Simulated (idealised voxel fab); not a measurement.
Process module name: voxel ribs on slabs
The cross-section shown here is cut; it is 170 nm wide and divided into square cells measuring 5 nm on a side.
Cross-sections here: square-cell grids, written as top-down lists of bands, a band being one or more rows of cells. Quick guide to a band line: top height, bottom height (nm) up front; then every material left to right with its width in nm. Only one material and it's marked "full width"? Then it fills the band edge to edge. And "empty" just means empty space. We count height from 0. Below that, the starting wafer is all one material. The lowest band never ends at the bottom but goes on down; see "0 nm and below" for how that is written. Note: "30..40" means the width goes from the first number (top row of the band) to the second number (bottom row) in equal steps per row of cells. Step marked "no modifications"? Then no cell in the cross-section changed in it. Reported under the label "Enclosed void inventory" are the empty spaces having no open way to the top and comprising 8 cells or more; the notation for each is width x height at distance, in which the distance is measured from the left edge and all three values are in nm. Past the settings on a step's line: simulator remark, on that step. You can add "overlay nm" to a step's line. For a step with a mask, it describes how far the mask lay to the right of its planned position, and a negative number describes a lay to the left.

Planned process steps:
| 1 | RECEIVE,material Si |
| 2 | DIRECTIONAL_DEP,material SiO2,thk nm 20 |
| 3 | DIRECTIONAL_DEP,material polySi,thk nm 15 |
| 4 | MASKED_ETCH,tone cover,mask id RIB,width nm 30,etch materials polySi,depth nm 10,overlay nm 0 |
| 5 | DIRECTIONAL_DEP,material aC,thk nm 15 |
| 6 | PATTERN,tone cover,mask id SLAB,material resist,width nm 70,thk nm 35,overlay nm 0 |
| 7 | DIRECTIONAL_ETCH,etch materials aC,depth nm 15 |
| 8 | STRIP,etch materials resist |
| 9 | DIRECTIONAL_ETCH,etch materials polySi,depth nm 5 |
| 10 | STRIP,etch materials aC |
| 11 | FILL_DEP,material SiO2,thk nm 15 |
| 12 | CMP,height nm 45 |
| 13 | DIRECTIONAL_DEP,material W,thk nm 10 |
| 14 | DIRECTIONAL_DEP,material aC,thk nm 10 |
| 15 | PATTERN,tone cover,mask id HEATER,material resist,width nm 40,thk nm 25,overlay nm 0 |
| 16 | DIRECTIONAL_ETCH,etch materials aC,depth nm 10 |
| 17 | STRIP,etch materials resist |
| 18 | DIRECTIONAL_ETCH,etch materials W,depth nm 10 |
| 19 | STRIP,etch materials aC |
| 20 | CONFORMAL_DEP,material SiN,thk nm 10 |

First of the two wafers, run per plan:

This is the cross-section of the wafer as we received it, i.e. after step 1:
- 0 nm and below  Si full width
- Enclosed void inventory: none

Presented here is a cross-section of the wafer after step 2 has been performed:
- 20 nm to 0 nm  SiO2 full width
- Rest of section, below 0: as before.

Presented here is a cross-section of the wafer after step 3 has been performed:
- 35 nm to 20 nm  polySi full width
- Rest of section, below 20: as before.

Presented here is a cross-section of the wafer after step 4 has been performed:
- 35 nm to 25 nm  empty (70), then polySi (30), then empty (70)
- Rest of section, below 25: as before.

Presented here is a cross-section of the wafer after step 5 has been performed:
- 50 nm to 40 nm  empty (70), then aC (30), then empty (70)
- 40 nm to 35 nm  aC full width
- 35 nm to 25 nm  aC (70), then polySi (30), then aC (70)
- Rest of section, below 25: as before.

Presented here is a cross-section of the wafer after step 6 has been performed:
- 85 nm to 50 nm  empty (50), then resist (70), then empty (50)
- 50 nm to 40 nm  empty (50), then resist (20), then aC (30), then resist (20), then empty (50)
- Rest of section, below 40: as before.

Presented here is a cross-section of the wafer after step 7 has been performed:
- 70 nm to 50 nm  empty (50), then resist (70), then empty (50)
- 50 nm to 40 nm  empty (50), then resist (20), then aC (30), then resist (20), then empty (50)
- 40 nm to 35 nm  empty (50), then aC (70), then empty (50)
- 35 nm to 25 nm  empty (50), then aC (20), then polySi (30), then aC (20), then empty (50)
- Rest of section, below 25: as before.

Presented here is a cross-section of the wafer after step 8 has been performed:
- 50 nm to 40 nm  empty (70), then aC (30), then empty (70)
- Rest of section, below 40: as before.

Presented here is a cross-section of the wafer after step 9 has been performed:
- 50 nm to 40 nm  empty (70), then aC (30), then empty (70)
- 40 nm to 35 nm  empty (50), then aC (70), then empty (50)
- 35 nm to 25 nm  empty (50), then aC (20), then polySi (30), then aC (20), then empty (50)
- 25 nm to 20 nm  empty (50), then polySi (70), then empty (50)
- Rest of section, below 20: as before.

Presented here is a cross-section of the wafer after step 10 has been performed:
- 35 nm to 25 nm  empty (70), then polySi (30), then empty (70)
- Rest of section, below 25: as before.

Presented here is a cross-section of the wafer after step 11 has been performed:
- 50 nm to 35 nm  SiO2 full width
- 35 nm to 25 nm  SiO2 (70), then polySi (30), then SiO2 (70)
- 25 nm to 20 nm  SiO2 (50), then polySi (70), then SiO2 (50)
- Rest of section, below 20: as before.

Presented here is a cross-section of the wafer after step 12 has been performed:
- 45 nm to 35 nm  SiO2 full width
- Rest of section, below 35: as before.

Presented here is a cross-section of the wafer after step 13 has been performed:
- 55 nm to 45 nm  W full width
- Rest of section, below 45: as before.

Presented here is a cross-section of the wafer after step 14 has been performed:
- 65 nm to 55 nm  aC full width
- Rest of section, below 55: as before.

Presented here is a cross-section of the wafer after step 15 has been performed:
- 90 nm to 65 nm  empty (65), then resist (40), then empty (65)
- Rest of section, below 65: as before.

Presented here is a cross-section of the wafer after step 16 has been performed:
- 80 nm to 65 nm  empty (65), then resist (40), then empty (65)
- 65 nm to 55 nm  empty (65), then aC (40), then empty (65)
- Rest of section, below 55: as before.

Presented here is a cross-section of the wafer after step 17 has been performed:
- 65 nm to 55 nm  empty (65), then aC (40), then empty (65)
- Rest of section, below 55: as before.

Presented here is a cross-section of the wafer after step 18 has been performed:
- 65 nm to 55 nm  empty (65), then aC (40), then empty (65)
- 55 nm to 45 nm  empty (65), then W (40), then empty (65)
- Rest of section, below 45: as before.

Presented here is a cross-section of the wafer after step 19 has been performed:
- 55 nm to 45 nm  empty (65), then W (40), then empty (65)
- Rest of section, below 45: as before.

Presented here is a cross-section of the wafer after step 20 has been performed:
- 65 nm to 55 nm  empty (55), then SiN (60), then empty (55)
- 55 nm to 45 nm  SiN (65), then W (40), then SiN (65)
- Rest of section, below 45: as before.

Wafer two of the pair: same origin, same plan, one error during the run; identical to wafer one up to and including step 3:

What the second wafer looks like in cross-section when step 4 should have wrapped up:
- 35 nm to 25 nm  polySi (70), then empty (30), then polySi (70)
- Rest of section, below 25: as before.

What the second wafer looks like in cross-section when step 5 should have wrapped up:
- 50 nm to 40 nm  aC (70), then empty (30), then aC (70)
- 40 nm to 35 nm  aC full width
- 35 nm to 25 nm  polySi (70), then aC (30), then polySi (70)
- Rest of section, below 25: as before.

What the second wafer looks like in cross-section when step 6 should have wrapped up:
- 85 nm to 50 nm  empty (50), then resist (70), then empty (50)
- 50 nm to 40 nm  aC (70), then resist (30), then aC (70)
- Rest of section, below 40: as before.

What the second wafer looks like in cross-section when step 7 should have wrapped up:
- 70 nm to 50 nm  empty (50), then resist (70), then empty (50)
- 50 nm to 40 nm  empty (50), then aC (20), then resist (30), then aC (20), then empty (50)
- 40 nm to 35 nm  empty (50), then aC (70), then empty (50)
- Rest of section, below 35: as before.

What the second wafer looks like in cross-section when step 8 should have wrapped up:
- 50 nm to 40 nm  empty (50), then aC (20), then empty (30), then aC (20), then empty (50)
- Rest of section, below 40: as before.

What the second wafer looks like in cross-section when step 9 should have wrapped up:
- 50 nm to 40 nm  empty (50), then aC (20), then empty (30), then aC (20), then empty (50)
- 40 nm to 35 nm  empty (50), then aC (70), then empty (50)
- 35 nm to 30 nm  empty (50), then polySi (20), then aC (30), then polySi (20), then empty (50)
- Rest of section, below 30: as before.

What the second wafer looks like in cross-section when step 10 should have wrapped up:
- 35 nm to 30 nm  empty (50), then polySi (20), then empty (30), then polySi (20), then empty (50)
- 30 nm to 25 nm  polySi (70), then empty (30), then polySi (70)
- Rest of section, below 25: as before.

What the second wafer looks like in cross-section when step 11 should have wrapped up:
- 50 nm to 35 nm  SiO2 full width
- 35 nm to 30 nm  SiO2 (50), then polySi (20), then SiO2 (30), then polySi (20), then SiO2 (50)
- 30 nm to 25 nm  polySi (70), then SiO2 (30), then polySi (70)
- Rest of section, below 25: as before.

What the second wafer looks like in cross-section when step 12 should have wrapped up:
- 45 nm to 35 nm  SiO2 full width
- Rest of section, below 35: as before.

What the second wafer looks like in cross-section when step 13 should have wrapped up:
- 55 nm to 45 nm  W full width
- Rest of section, below 45: as before.

What the second wafer looks like in cross-section when step 14 should have wrapped up:
- 65 nm to 55 nm  aC full width
- Rest of section, below 55: as before.

What the second wafer looks like in cross-section when step 15 should have wrapped up:
- 90 nm to 65 nm  empty (65), then resist (40), then empty (65)
- Rest of section, below 65: as before.

What the second wafer looks like in cross-section when step 16 should have wrapped up:
- 80 nm to 65 nm  empty (65), then resist (40), then empty (65)
- 65 nm to 55 nm  empty (65), then aC (40), then empty (65)
- Rest of section, below 55: as before.

What the second wafer looks like in cross-section when step 17 should have wrapped up:
- 65 nm to 55 nm  empty (65), then aC (40), then empty (65)
- Rest of section, below 55: as before.

What the second wafer looks like in cross-section when step 18 should have wrapped up:
- 65 nm to 55 nm  empty (65), then aC (40), then empty (65)
- 55 nm to 45 nm  empty (65), then W (40), then empty (65)
- Rest of section, below 45: as before.

What the second wafer looks like in cross-section when step 19 should have wrapped up:
- 55 nm to 45 nm  empty (65), then W (40), then empty (65)
- Rest of section, below 45: as before.

What the second wafer looks like in cross-section when step 20 should have wrapped up:
- 65 nm to 55 nm  empty (55), then SiN (60), then empty (55)
- 55 nm to 45 nm  SiN (65), then W (40), then SiN (65)
- Rest of section, below 45: as before.
Nonconformance to the process plan: step 4 went in with a setting other than planned; the actual run was MASKED_ETCH,tone open,mask id RIB,width nm 30,etch materials polySi,depth nm 10,overlay nm 0
Counted in cells at the end, the second wafer holds more or fewer of these materials than the first: 44 fewer of SiO2, 44 more of polySi
